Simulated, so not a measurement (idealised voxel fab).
Process module under the name voxel self aligned vias
Square cell edge 5 nm, section width 250 nm, ID cut.
We lay out every cross-section as a grid of square cells and spell it out in bands from the top down, where one band means one or more rows of cells. It is stipulated that each band's entry specify, in nanometres, the height of the top of the band and then that of its bottom, followed by the materials of the band in left-to-right sequence, each together with its width in nanometres. A single material marked by the word "everywhere" is understood to fill the band from edge to edge; the word "air" is understood to denote empty space. Basically, 0 is our baseline, since under it the wafer straight out of the box is all one material. The bottom band has no lower end and keeps on going down, so it looks like "top 0, no bottom". When a width is written as two numbers, as in "30->40", the first number is the width in the top row of cells of the band and the second is the width in its bottom row, and the width changes by the same amount from each row to the next. "remained the same" means the step left every cell of the cross-section as it was. This entry, "Trapped cavities", enumerates those empty regions of no fewer than 8 cells that possess no open connection to the top. Each region is reported in the form width x height at distance, the distance being taken from the left edge, with all three quantities expressed in nm. Where a step's line continues beyond its settings, the continuation is a remark by the simulator itself on that step. Each step line may optionally specify "overlay nm", which for a step with a mask gives the rightward distance between the mask's planned place and where it lay, a negative value indicating the leftward direction.
[Process steps - plan]
- 1: RECEIVE,material Si
- 2: CONFORMAL_DEP,material SiO2,thk nm 15
- 3: CONFORMAL_DEP,material SiCN,thk nm 5
- 4: DIRECTIONAL_DEP,material lowk,thk nm 25
- 5: MASKED_ETCH,tone open,mask id LINES,width nm 25,pitch nm 60,etch materials lowk,depth nm 25,overlay nm 0
- 6: CONFORMAL_DEP,material TiN,thk nm 5
- 7: FILL_DEP,material W,thk nm 5
- 8: CMP,height nm 45
- 9: SELECTIVE_ETCH,etch materials W Ru TiN,depth nm 10
- 10: FILL_DEP,material SiN,thk nm 5
- 11: CMP,height nm 45
- 12: DIRECTIONAL_DEP,material lowk,thk nm 20
- 13: DIRECTIONAL_DEP,material aC,thk nm 10
- 14: PATTERN,tone open,mask id VIAS,material resist,width nm 45,pitch nm 60,thk nm 30,overlay nm 0
- 15: DIRECTIONAL_ETCH,etch materials aC,depth nm 10
- 16: STRIP,etch materials resist
- 17: DIRECTIONAL_ETCH,etch materials lowk,depth nm 20
- 18: DIRECTIONAL_ETCH,etch materials SiN,depth nm 10
- 19: STRIP,etch materials aC
- 20: CONFORMAL_DEP,material TiN,thk nm 5
- 21: FILL_DEP,material Cu,thk nm 10
- 22: CMP,height nm 65
- 23: CONFORMAL_DEP,material SiCN,thk nm 5
[The first of a set of two wafers, run to plan]
[Cross-section of the wafer at receipt, which is the condition after step 1]
  top 0, no bottom: Si everywhere
  Trapped cavities: none
[The wafer, seen in cross-section, after step 2]
  top 15, bottom 0: SiO2 everywhere
  Everything below 0 is unchanged.
[The wafer, seen in cross-section, after step 3]
  top 20, bottom 15: SiCN everywhere
  Everything below 15 is unchanged.
[The wafer, seen in cross-section, after step 4]
  top 45, bottom 20: lowk everywhere
  Everything below 20 is unchanged.
[The wafer, seen in cross-section, after step 5]
  top 45, bottom 20: 80 nm lowk | 25 nm air | 35 nm lowk | 25 nm air | 85 nm lowk
  Everything below 20 is unchanged.
[The wafer, seen in cross-section, after step 6]
  top 50, bottom 45: 85 nm TiN | 15 nm air | 45 nm TiN | 15 nm air | 90 nm TiN
  top 45, bottom 25: 80 nm lowk | 5 nm TiN | 15 nm air | 5 nm TiN | 35 nm lowk | 5 nm TiN | 15 nm air | 5 nm TiN | 85 nm lowk
  top 25, bottom 20: 80 nm lowk | 25 nm TiN | 35 nm lowk | 25 nm TiN | 85 nm lowk
  Everything below 20 is unchanged.
[The wafer, seen in cross-section, after step 7]
  top 55, bottom 50: W everywhere
  top 50, bottom 45: 85 nm TiN | 15 nm W | 45 nm TiN | 15 nm W | 90 nm TiN
  top 45, bottom 25: 80 nm lowk | 5 nm TiN | 15 nm W | 5 nm TiN | 35 nm lowk | 5 nm TiN | 15 nm W | 5 nm TiN | 85 nm lowk
  Everything below 25 is unchanged.
[The wafer, seen in cross-section, after step 8]
  top 45, bottom 25: 80 nm lowk | 5 nm TiN | 15 nm W | 5 nm TiN | 35 nm lowk | 5 nm TiN | 15 nm W | 5 nm TiN | 85 nm lowk
  Everything below 25 is unchanged.
[The wafer, seen in cross-section, after step 9]
  top 45, bottom 35: 80 nm lowk | 25 nm air | 35 nm lowk | 25 nm air | 85 nm lowk
  Everything below 35 is unchanged.
[The wafer, seen in cross-section, after step 10]
  top 50, bottom 45: SiN everywhere
  top 45, bottom 35: 80 nm lowk | 25 nm SiN | 35 nm lowk | 25 nm SiN | 85 nm lowk
  Everything below 35 is unchanged.
[The wafer, seen in cross-section, after step 11]
  top 45, bottom 35: 80 nm lowk | 25 nm SiN | 35 nm lowk | 25 nm SiN | 85 nm lowk
  Everything below 35 is unchanged.
[The wafer, seen in cross-section, after step 12]
  top 65, bottom 45: lowk everywhere
  Everything below 45 is unchanged.
[The wafer, seen in cross-section, after step 13]
  top 75, bottom 65: aC everywhere
  Everything below 65 is unchanged.
[The wafer, seen in cross-section, after step 14]
  top 105, bottom 75: 70 nm resist | 45 nm air | 15 nm resist | 45 nm air | 75 nm resist
  Everything below 75 is unchanged.
[The wafer, seen in cross-section, after step 15]
  top 95, bottom 75: 70 nm resist | 45 nm air | 15 nm resist | 45 nm air | 75 nm resist
  top 75, bottom 65: 70 nm aC | 45 nm air | 15 nm aC | 45 nm air | 75 nm aC
  Everything below 65 is unchanged.
[The wafer, seen in cross-section, after step 16]
  top 75, bottom 65: 70 nm aC | 45 nm air | 15 nm aC | 45 nm air | 75 nm aC
  Everything below 65 is unchanged.
[The wafer, seen in cross-section, after step 17]
  top 75, bottom 65: 70 nm aC | 45 nm air | 15 nm aC | 45 nm air | 75 nm aC
  top 65, bottom 45: 70 nm lowk | 45 nm air | 15 nm lowk | 45 nm air | 75 nm lowk
  Everything below 45 is unchanged.
[The wafer, seen in cross-section, after step 18]
  top 75, bottom 65: 70 nm aC | 45 nm air | 15 nm aC | 45 nm air | 75 nm aC
  top 65, bottom 45: 70 nm lowk | 45 nm air | 15 nm lowk | 45 nm air | 75 nm lowk
  top 45, bottom 35: 80 nm lowk | 25 nm air | 35 nm lowk | 25 nm air | 85 nm lowk
  Everything below 35 is unchanged.
[The wafer, seen in cross-section, after step 19]
  top 65, bottom 45: 70 nm lowk | 45 nm air | 15 nm lowk | 45 nm air | 75 nm lowk
  Everything below 45 is unchanged.
[The wafer, seen in cross-section, after step 20]
  top 70, bottom 65: 75 nm TiN | 35 nm air | 25 nm TiN | 35 nm air | 80 nm TiN
  top 65, bottom 50: 70 nm lowk | 5 nm TiN | 35 nm air | 5 nm TiN | 15 nm lowk | 5 nm TiN | 35 nm air | 5 nm TiN | 75 nm lowk
  top 50, bottom 40: 70->80 nm lowk | 15->5 nm TiN | 15 nm air | 15->5 nm TiN | 15->35 nm lowk | 15->5 nm TiN | 15 nm air | 15->5 nm TiN | 75->85 nm lowk
  top 40, bottom 35: 80 nm lowk | 25 nm TiN | 35 nm lowk | 25 nm TiN | 85 nm lowk
  Everything below 35 is unchanged.
[The wafer, seen in cross-section, after step 21]
  top 80, bottom 70: Cu everywhere
  top 70, bottom 65: 75 nm TiN | 35 nm Cu | 25 nm TiN | 35 nm Cu | 80 nm TiN
  top 65, bottom 50: 70 nm lowk | 5 nm TiN | 35 nm Cu | 5 nm TiN | 15 nm lowk | 5 nm TiN | 35 nm Cu | 5 nm TiN | 75 nm lowk
  top 50, bottom 40: 70->80 nm lowk | 15->5 nm TiN | 15 nm Cu | 15->5 nm TiN | 15->35 nm lowk | 15->5 nm TiN | 15 nm Cu | 15->5 nm TiN | 75->85 nm lowk
  Everything below 40 is unchanged.
[The wafer, seen in cross-section, after step 22]
  top 65, bottom 50: 70 nm lowk | 5 nm TiN | 35 nm Cu | 5 nm TiN | 15 nm lowk | 5 nm TiN | 35 nm Cu | 5 nm TiN | 75 nm lowk
  Everything below 50 is unchanged.
[The wafer, seen in cross-section, after step 23]
  top 70, bottom 65: SiCN everywhere
  Everything below 65 is unchanged.
[Second wafer, same starting state and plan as the first, one mistake in the run, identical through step 1]
[Cross-section of the second wafer at the time step 2 of the plan should have ended]
  top 30, bottom 0: SiO2 everywhere
  Everything below 0 is unchanged.
[Cross-section of the second wafer at the time step 3 of the plan should have ended]
  top 35, bottom 30: SiCN everywhere
  Everything below 30 is unchanged.
[Cross-section of the second wafer at the time step 4 of the plan should have ended]
  top 60, bottom 35: lowk everywhere
  Everything below 35 is unchanged.
[Cross-section of the second wafer at the time step 5 of the plan should have ended]
  top 60, bottom 35: 80 nm lowk | 25 nm air | 35 nm lowk | 25 nm air | 85 nm lowk
  Everything below 35 is unchanged.
[Cross-section of the second wafer at the time step 6 of the plan should have ended]
  top 65, bottom 60: 85 nm TiN | 15 nm air | 45 nm TiN | 15 nm air | 90 nm TiN
  top 60, bottom 40: 80 nm lowk | 5 nm TiN | 15 nm air | 5 nm TiN | 35 nm lowk | 5 nm TiN | 15 nm air | 5 nm TiN | 85 nm lowk
  top 40, bottom 35: 80 nm lowk | 25 nm TiN | 35 nm lowk | 25 nm TiN | 85 nm lowk
  Everything below 35 is unchanged.
[Cross-section of the second wafer at the time step 7 of the plan should have ended]
  top 70, bottom 65: W everywhere
  top 65, bottom 60: 85 nm TiN | 15 nm W | 45 nm TiN | 15 nm W | 90 nm TiN
  top 60, bottom 40: 80 nm lowk | 5 nm TiN | 15 nm W | 5 nm TiN | 35 nm lowk | 5 nm TiN | 15 nm W | 5 nm TiN | 85 nm lowk
  Everything below 40 is unchanged.
[Cross-section of the second wafer at the time step 8 of the plan should have ended]
  top 45, bottom 40: 80 nm lowk | 5 nm TiN | 15 nm W | 5 nm TiN | 35 nm lowk | 5 nm TiN | 15 nm W | 5 nm TiN | 85 nm lowk
  Everything below 40 is unchanged.
[Cross-section of the second wafer at the time step 9 of the plan should have ended]
  top 45, bottom 35: 80 nm lowk | 25 nm air | 35 nm lowk | 25 nm air | 85 nm lowk
  Everything below 35 is unchanged.
[Cross-section of the second wafer at the time step 10 of the plan should have ended]
  top 50, bottom 45: SiN everywhere
  top 45, bottom 35: 80 nm lowk | 25 nm SiN | 35 nm lowk | 25 nm SiN | 85 nm lowk
  Everything below 35 is unchanged.
[Cross-section of the second wafer at the time step 11 of the plan should have ended]
  top 45, bottom 35: 80 nm lowk | 25 nm SiN | 35 nm lowk | 25 nm SiN | 85 nm lowk
  Everything below 35 is unchanged.
[Cross-section of the second wafer at the time step 12 of the plan should have ended]
  top 65, bottom 45: lowk everywhere
  Everything below 45 is unchanged.
[Cross-section of the second wafer at the time step 13 of the plan should have ended]
  top 75, bottom 65: aC everywhere
  Everything below 65 is unchanged.
[Cross-section of the second wafer at the time step 14 of the plan should have ended]
  top 105, bottom 75: 70 nm resist | 45 nm air | 15 nm resist | 45 nm air | 75 nm resist
  Everything below 75 is unchanged.
[Cross-section of the second wafer at the time step 15 of the plan should have ended]
  top 95, bottom 75: 70 nm resist | 45 nm air | 15 nm resist | 45 nm air | 75 nm resist
  top 75, bottom 65: 70 nm aC | 45 nm air | 15 nm aC | 45 nm air | 75 nm aC
  Everything below 65 is unchanged.
[Cross-section of the second wafer at the time step 16 of the plan should have ended]
  top 75, bottom 65: 70 nm aC | 45 nm air | 15 nm aC | 45 nm air | 75 nm aC
  Everything below 65 is unchanged.
[Cross-section of the second wafer at the time step 17 of the plan should have ended]
  top 75, bottom 65: 70 nm aC | 45 nm air | 15 nm aC | 45 nm air | 75 nm aC
  top 65, bottom 45: 70 nm lowk | 45 nm air | 15 nm lowk | 45 nm air | 75 nm lowk
  Everything below 45 is unchanged.
[Cross-section of the second wafer at the time step 18 of the plan should have ended]
  top 75, bottom 65: 70 nm aC | 45 nm air | 15 nm aC | 45 nm air | 75 nm aC
  top 65, bottom 45: 70 nm lowk | 45 nm air | 15 nm lowk | 45 nm air | 75 nm lowk
  top 45, bottom 35: 80 nm lowk | 25 nm air | 35 nm lowk | 25 nm air | 85 nm lowk
  Everything below 35 is unchanged.
[Cross-section of the second wafer at the time step 19 of the plan should have ended]
  top 65, bottom 45: 70 nm lowk | 45 nm air | 15 nm lowk | 45 nm air | 75 nm lowk
  Everything below 45 is unchanged.
[Cross-section of the second wafer at the time step 20 of the plan should have ended]
  top 70, bottom 65: 75 nm TiN | 35 nm air | 25 nm TiN | 35 nm air | 80 nm TiN
  top 65, bottom 50: 70 nm lowk | 5 nm TiN | 35 nm air | 5 nm TiN | 15 nm lowk | 5 nm TiN | 35 nm air | 5 nm TiN | 75 nm lowk
  top 50, bottom 40: 70->80 nm lowk | 15->5 nm TiN | 15 nm air | 15->5 nm TiN | 15->35 nm lowk | 15->5 nm TiN | 15 nm air | 15->5 nm TiN | 75->85 nm lowk
  top 40, bottom 35: 80 nm lowk | 25 nm TiN | 35 nm lowk | 25 nm TiN | 85 nm lowk
  Everything below 35 is unchanged.
[Cross-section of the second wafer at the time step 21 of the plan should have ended]
  top 80, bottom 70: Cu everywhere
  top 70, bottom 65: 75 nm TiN | 35 nm Cu | 25 nm TiN | 35 nm Cu | 80 nm TiN
  top 65, bottom 50: 70 nm lowk | 5 nm TiN | 35 nm Cu | 5 nm TiN | 15 nm lowk | 5 nm TiN | 35 nm Cu | 5 nm TiN | 75 nm lowk
  top 50, bottom 40: 70->80 nm lowk | 15->5 nm TiN | 15 nm Cu | 15->5 nm TiN | 15->35 nm lowk | 15->5 nm TiN | 15 nm Cu | 15->5 nm TiN | 75->85 nm lowk
  Everything below 40 is unchanged.
[Cross-section of the second wafer at the time step 22 of the plan should have ended]
  top 65, bottom 50: 70 nm lowk | 5 nm TiN | 35 nm Cu | 5 nm TiN | 15 nm lowk | 5 nm TiN | 35 nm Cu | 5 nm TiN | 75 nm lowk
  Everything below 50 is unchanged.
[Cross-section of the second wafer at the time step 23 of the plan should have ended]
  top 70, bottom 65: SiCN everywhere
  Everything below 65 is unchanged.
What broke from the plan during processing? step 2 of the plan was twice carried out
Final wafer comparison in cells, second versus first, more or fewer per material: +150 SiO2 | -18 TiN | -12 W | -120 lowk
